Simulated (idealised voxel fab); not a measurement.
The following is a process module called voxel self aligned contacts.
Square cells of 5 nm make up the cross-section cut, whose width is 175 nm.
A cross-section in this document is a grid of square cells, and it is written down as bands, the top band listed before the ones below it; a band is made up of one or more rows of cells.
What a band's entry tells you: where the top is and where the bottom is, as heights in nm, and after that what lies inside, material by material from left to right, each with its width in nm. Empty space is written as the word "empty", and a single material marked with the word "everywhere" occupies the band from edge to edge.
Heights are reckoned from 0. Under this level, the received wafer is all of one material. The bottommost band is open-ended downward, for example "0..down".
A two-number width, for instance "30 to 40", indicates that the width is equal to the first number in the top row of the band and to the second number in the bottom row, and that it changes by a constant amount per row of cells.
"identical to before" -> step changed no cross-section cell.
Each empty space that has no open way to the top and spans at least 8 cells appears under "Unvented internal voids" as width x height at distance, the distance counted from the left edge, all in nm.
Note: text after step settings on the step line = simulator remark on that step.
"overlay nm" on a masked step: distance the mask lay right of its planned place, negative for left.
# The planned process steps are enumerated hereunder
1: RECEIVE [material Si]
2: CONFORMAL_DEP [material SiO2] [thk nm 5]
3: DIRECTIONAL_DEP [material polySi] [thk nm 20]
4: DIRECTIONAL_DEP [material SiN] [thk nm 20]
5: MASKED_ETCH [tone cover] [mask id GATE] [width nm 35] [pitch nm 65] [etch materials SiN] [depth nm 20] [overlay nm 0]
6: MASKED_ETCH [tone cover] [mask id GATE] [width nm 35] [pitch nm 65] [etch materials polySi] [depth nm 20] [overlay nm 0]
7: CONFORMAL_DEP [material SiN] [thk nm 5]
8: DIRECTIONAL_ETCH [etch materials SiN] [depth nm 5]
9: FILL_DEP [material SiO2] [thk nm 10]
10: CMP [height nm 50]
11: PATTERN [tone open] [mask id CONTACT] [material resist] [width nm 40] [thk nm 20] [overlay nm 0]
12: DIRECTIONAL_ETCH [etch materials SiO2] [depth nm 50]
13: STRIP [etch materials resist]
14: CONFORMAL_DEP [material TiN] [thk nm 5]
15: FILL_DEP [material W] [thk nm 10]
16: CMP [height nm 50]
17: CONFORMAL_DEP [material SiN] [thk nm 5]
# first wafer, as planned
# Cross-section of the wafer as it came to us, i.e., already through step 1
	0..down: Si everywhere
	Unvented internal voids: none
# Wafer xsec, post step 2
	5..0: SiO2 everywhere
	Everything below 0 is unchanged.
# Wafer xsec, post step 3
	25..5: polySi everywhere
	Everything below 5 is unchanged.
# Wafer xsec, post step 4
	45..25: SiN everywhere
	Everything below 25 is unchanged.
# Wafer xsec, post step 5
	45..25: empty (35)  SiN (35)  empty (30)  SiN (35)  empty (40)
	Everything below 25 is unchanged.
# Wafer xsec, post step 6
	45..25: empty (35)  SiN (35)  empty (30)  SiN (35)  empty (40)
	25..5: empty (35)  polySi (35)  empty (30)  polySi (35)  empty (40)
	Everything below 5 is unchanged.
# Wafer xsec, post step 7
	50..25: empty (30)  SiN (45)  empty (20)  SiN (45)  empty (35)
	25..10: empty (30)  SiN (5)  polySi (35)  SiN (5)  empty (20)  SiN (5)  polySi (35)  SiN (5)  empty (35)
	10..5: SiN (35)  polySi (35)  SiN (30)  polySi (35)  SiN (40)
	Everything below 5 is unchanged.
# Wafer xsec, post step 8
	45..25: empty (30)  SiN (45)  empty (20)  SiN (45)  empty (35)
	25..5: empty (30)  SiN (5)  polySi (35)  SiN (5)  empty (20)  SiN (5)  polySi (35)  SiN (5)  empty (35)
	Everything below 5 is unchanged.
# Wafer xsec, post step 9
	55..45: SiO2 everywhere
	45..25: SiO2 (30)  SiN (45)  SiO2 (20)  SiN (45)  SiO2 (35)
	25..5: SiO2 (30)  SiN (5)  polySi (35)  SiN (5)  SiO2 (20)  SiN (5)  polySi (35)  SiN (5)  SiO2 (35)
	Everything below 5 is unchanged.
# Wafer xsec, post step 10
	50..45: SiO2 everywhere
	Everything below 45 is unchanged.
# Wafer xsec, post step 11
	70..50: resist (65)  empty (40)  resist (70)
	Everything below 50 is unchanged.
# Wafer xsec, post step 12
	70..50: resist (65)  empty (40)  resist (70)
	50..45: SiO2 (65)  empty (40)  SiO2 (70)
	45..25: SiO2 (30)  SiN (45)  empty (20)  SiN (45)  SiO2 (35)
	25..5: SiO2 (30)  SiN (5)  polySi (35)  SiN (5)  empty (20)  SiN (5)  polySi (35)  SiN (5)  SiO2 (35)
	5..0: SiO2 (75)  empty (20)  SiO2 (80)
	Everything below 0 is unchanged.
# Wafer xsec, post step 13
	50..45: SiO2 (65)  empty (40)  SiO2 (70)
	Everything below 45 is unchanged.
# Wafer xsec, post step 14
	55..50: TiN (70)  empty (30)  TiN (75)
	50..45: SiO2 (65)  TiN (15)  empty (10)  TiN (15)  SiO2 (70)
	45..25: SiO2 (30)  SiN (45)  TiN (5)  empty (10)  TiN (5)  SiN (45)  SiO2 (35)
	25..5: SiO2 (30)  SiN (5)  polySi (35)  SiN (5)  TiN (5)  empty (10)  TiN (5)  SiN (5)  polySi (35)  SiN (5)  SiO2 (35)
	5..0: SiO2 (75)  TiN (20)  SiO2 (80)
	Everything below 0 is unchanged.
# Wafer xsec, post step 15
	65..55: W everywhere
	55..50: TiN (70)  W (30)  TiN (75)
	50..45: SiO2 (65)  TiN (15)  W (10)  TiN (15)  SiO2 (70)
	45..25: SiO2 (30)  SiN (45)  TiN (5)  W (10)  TiN (5)  SiN (45)  SiO2 (35)
	25..5: SiO2 (30)  SiN (5)  polySi (35)  SiN (5)  TiN (5)  W (10)  TiN (5)  SiN (5)  polySi (35)  SiN (5)  SiO2 (35)
	Everything below 5 is unchanged.
# Wafer xsec, post step 16
	50..45: SiO2 (65)  TiN (15)  W (10)  TiN (15)  SiO2 (70)
	Everything below 45 is unchanged.
# Wafer xsec, post step 17
	55..50: SiN everywhere
	Everything below 50 is unchanged.
# second wafer: like start, like plan, one mistake. Through step 16 it matches the first wafer
# At the planned end of step 17, the second wafer in cross-section
	55..50: TiN everywhere
	Everything below 50 is unchanged.
Nonconformance to the process plan: step 17 did not use the planned setting and instead ran as CONFORMAL_DEP [material TiN] [thk nm 5]
The final cell counts differ between the wafers, with the second having more or fewer of some materials than the first: SiN: 35 fewer | TiN: 35 more
